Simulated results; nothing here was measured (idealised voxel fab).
process module | voxel ribs on slabs
cross-section cut | 190 nm wide | cells 5 nm
A cross-section is a grid of square cells, given in bands from the top down. A band is one or more rows of cells.
Each band's line starts with the height of the band's top and of its bottom, in nm. Then come its materials from left to right, each with its width in nm. One material with "throughout" fills the band from edge to edge. "air" is empty space.
Height 0 is the level under which the wafer as received is all one material. The lowest band goes on downwards, as in "0 down".
A width such as "30 to 40" changes by the same amount from each row of cells to the next, from the band's top row to its bottom row.
"no change" after a step means that no cell of the cross-section changed.
closed voids: empty space of 8 cells or more with no open way to the top, each as width x height at its distance from the left edge, in nm
after a step's settings: what the simulator itself notes on the step
overlay nm, on a step with a mask: how far to the right of its planned place the mask lay; to the left if negative
plan
1 op RECEIVE | material Si
2 op DIRECTIONAL_DEP | material SiO2 | thk nm 20
3 op DIRECTIONAL_DEP | material SiN | thk nm 15
4 op DIRECTIONAL_DEP | material aC | thk nm 10
5 op PATTERN | tone cover | mask id RIB | material resist | width nm 20 | thk nm 25 | overlay nm 0
6 op DIRECTIONAL_ETCH | etch materials aC | depth nm 10
7 op STRIP | etch materials resist
8 op DIRECTIONAL_ETCH | etch materials SiN | depth nm 10
9 op STRIP | etch materials aC
10 op MASKED_ETCH | tone cover | mask id SLAB | width nm 50 | etch materials SiN | depth nm 5 | overlay nm 0
11 op FILL_DEP | material SiO2 | thk nm 20
12 op CMP | height nm 45
13 op DIRECTIONAL_DEP | material TiN | thk nm 5
14 op MASKED_ETCH | tone cover | mask id HEATER | width nm 30 | etch materials TiN | depth nm 5 | overlay nm 0
15 op CONFORMAL_DEP | material SiO2 | thk nm 5
as received, after step 1
  0 down: Si throughout
  closed voids: none
a wafer at the end: this start, this plan, one mistake
  55 to 50: air 75 | SiO2 40 | air 75
  50 to 45: SiO2 80 | TiN 30 | SiO2 80
  45 to 15: SiO2 throughout
  15 to 0: SiN throughout
  0 down: Si throughout
  closed voids: none
what went wrong: steps 2 and 3 were swapped
